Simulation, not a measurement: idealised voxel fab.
Presented below is a process module, voxel fin reveal.
The figure presents cross-section cut, which has a width of 205 nm and is divided into square cells with an edge length of 5 nm.
Heads up, the way a cross-section reads in here is a grid of square cells, handed over as bands from the top down, with every band being one or more rows of cells.
Per band: top height and bottom height in nm, followed by the left-to-right materials and their widths in nm; "throughout" marks a single material spanning edge to edge, "blank" marks empty space.
Height is counted from the level 0, under which the received wafer is composed throughout of one material. The lowest of the bands is not closed at the bottom but continues downward, in the notation "from 0 down".
Read "30 to 40" as a graded width: first number on top, second number at the bottom, same change between each pair of neighbouring rows.
"nothing got changed" for a step: no cell of the cross-section changed in that step.
"Closed cavity list": empty spaces of 8 cells or more with no open way to the top, each given as width x height at distance, distance from the left edge, all in nm.
Past the settings on a step's line: simulator remark, on that step.
What "overlay nm" on a step's line means: if the step has a mask, that mask lay this far to the right of its planned place, or, when the value is negative, to the left.

Here's what the planned process steps look like
1. op RECEIVE | material Si
2. op CONFORMAL_DEP | material SiN | thk nm 5
3. op DIRECTIONAL_DEP | material aC | thk nm 15
4. op PATTERN | tone cover | mask id FINS | material resist | width nm 15 | pitch nm 40 | thk nm 30 | overlay nm 0
5. op DIRECTIONAL_ETCH | etch materials aC | depth nm 15
6. op STRIP | etch materials resist
7. op DIRECTIONAL_ETCH | etch materials SiN | depth nm 5
8. op DIRECTIONAL_ETCH | etch materials Si | depth nm 40
9. op STRIP | etch materials aC
10. op OXIDIZE | depth nm 5
11. op FILL_DEP | material SiO2 | thk nm 15
12. op CMP | height nm 5
13. op SELECTIVE_ETCH | etch materials SiO2 | depth nm 30
14. op STRIP | etch materials SiN
15. op CONFORMAL_DEP | material HfO2 | thk nm 5

The first of the two wafers, which ran as planned

Here's what the wafer looked like in cross-section when it arrived - that's after step 1
	from 0 down = Si throughout
	Closed cavity list: none

Wafer xsec, post step 2
	from 5 to 0 = SiN throughout
	All layers under 0 are left as they were.

Wafer xsec, post step 3
	from 20 to 5 = aC throughout
	All layers under 5 are left as they were.

Wafer xsec, post step 4
	from 50 to 20 = blank 55 / resist 15 / blank 25 / resist 15 / blank 25 / resist 15 / blank 55
	All layers under 20 are left as they were.

Wafer xsec, post step 5
	from 35 to 20 = blank 55 / resist 15 / blank 25 / resist 15 / blank 25 / resist 15 / blank 55
	from 20 to 5 = blank 55 / aC 15 / blank 25 / aC 15 / blank 25 / aC 15 / blank 55
	All layers under 5 are left as they were.

Wafer xsec, post step 6
	from 20 to 5 = blank 55 / aC 15 / blank 25 / aC 15 / blank 25 / aC 15 / blank 55
	All layers under 5 are left as they were.

Wafer xsec, post step 7
	from 20 to 5 = blank 55 / aC 15 / blank 25 / aC 15 / blank 25 / aC 15 / blank 55
	from 5 to 0 = blank 55 / SiN 15 / blank 25 / SiN 15 / blank 25 / SiN 15 / blank 55
	All layers under 0 are left as they were.

Wafer xsec, post step 8
	from 20 to 5 = blank 55 / aC 15 / blank 25 / aC 15 / blank 25 / aC 15 / blank 55
	from 5 to 0 = blank 55 / SiN 15 / blank 25 / SiN 15 / blank 25 / SiN 15 / blank 55
	from 0 to -40 = blank 55 / Si 15 / blank 25 / Si 15 / blank 25 / Si 15 / blank 55
	All layers under -40 are left as they were.

Wafer xsec, post step 9
	from 5 to 0 = blank 55 / SiN 15 / blank 25 / SiN 15 / blank 25 / SiN 15 / blank 55
	All layers under 0 are left as they were.

Wafer xsec, post step 10
	from 5 to 0 = blank 55 / SiN 15 / blank 25 / SiN 15 / blank 25 / SiN 15 / blank 55
	from 0 to -40 = blank 55 / SiO2 5 / Si 5 / SiO2 5 / blank 25 / SiO2 5 / Si 5 / SiO2 5 / blank 25 / SiO2 5 / Si 5 / SiO2 5 / blank 55
	from -40 to -45 = SiO2 60 / Si 5 / SiO2 35 / Si 5 / SiO2 35 / Si 5 / SiO2 60
	All layers under -45 are left as they were.

Wafer xsec, post step 11
	from 20 to 5 = SiO2 throughout
	from 5 to 0 = SiO2 55 / SiN 15 / SiO2 25 / SiN 15 / SiO2 25 / SiN 15 / SiO2 55
	from 0 to -45 = SiO2 60 / Si 5 / SiO2 35 / Si 5 / SiO2 35 / Si 5 / SiO2 60
	All layers under -45 are left as they were.

Wafer xsec, post step 12
	from 5 to 0 = SiO2 55 / SiN 15 / SiO2 25 / SiN 15 / SiO2 25 / SiN 15 / SiO2 55
	All layers under 0 are left as they were.

Wafer xsec, post step 13
	from 5 to 0 = blank 55 / SiN 15 / blank 25 / SiN 15 / blank 25 / SiN 15 / blank 55
	from 0 to -25 = blank 60 / Si 5 / blank 35 / Si 5 / blank 35 / Si 5 / blank 60
	All layers under -25 are left as they were.

Wafer xsec, post step 14
	from 0 to -25 = blank 60 / Si 5 / blank 35 / Si 5 / blank 35 / Si 5 / blank 60
	All layers under -25 are left as they were.

Wafer xsec, post step 15
	from 5 to 0 = blank 55 / HfO2 15 / blank 25 / HfO2 15 / blank 25 / HfO2 15 / blank 55
	from 0 to -20 = blank 55 / HfO2 5 / Si 5 / HfO2 5 / blank 25 / HfO2 5 / Si 5 / HfO2 5 / blank 25 / HfO2 5 / Si 5 / HfO2 5 / blank 55
	from -20 to -25 = HfO2 60 / Si 5 / HfO2 35 / Si 5 / HfO2 35 / Si 5 / HfO2 60
	All layers under -25 are left as they were.

Wafer two. Identical start, identical plan. One mistake in execution. Identical history through step 12

Second wafer shown in cross-section at the time step 13 was slated to end
	from 5 to 0 = SiO2 55 / blank 15 / SiO2 25 / blank 15 / SiO2 25 / blank 15 / SiO2 55
	All layers under 0 are left as they were.

Second wafer shown in cross-section at the time step 14 was slated to end
	from 0 to -25 = blank 60 / Si 5 / blank 35 / Si 5 / blank 35 / Si 5 / blank 60
	from -25 to -30 = SiO2 25 / blank 35 / Si 5 / blank 35 / Si 5 / blank 35 / Si 5 / blank 35 / SiO2 25
	All layers under -30 are left as they were.

Second wafer shown in cross-section at the time step 15 was slated to end
	from 5 to 0 = blank 55 / HfO2 15 / blank 25 / HfO2 15 / blank 25 / HfO2 15 / blank 55
	from 0 to -20 = blank 55 / HfO2 5 / Si 5 / HfO2 5 / blank 25 / HfO2 5 / Si 5 / HfO2 5 / blank 25 / HfO2 5 / Si 5 / HfO2 5 / blank 55
	from -20 to -25 = HfO2 30 / blank 25 / HfO2 5 / Si 5 / HfO2 5 / blank 25 / HfO2 5 / Si 5 / HfO2 5 / blank 25 / HfO2 5 / Si 5 / HfO2 5 / blank 25 / HfO2 30
	from -25 to -30 = SiO2 25 / HfO2 35 / Si 5 / HfO2 35 / Si 5 / HfO2 35 / Si 5 / HfO2 35 / SiO2 25
	All layers under -30 are left as they were.
It is concluded that the wafer was processed incorrectly with respect to the plan, in that so 13 and 14 got swapped relative to the plan, each ran where the other was supposed to
End of process, cell counts, second wafer against first, materials with more or fewer: HfO2 +8; SiO2 -28
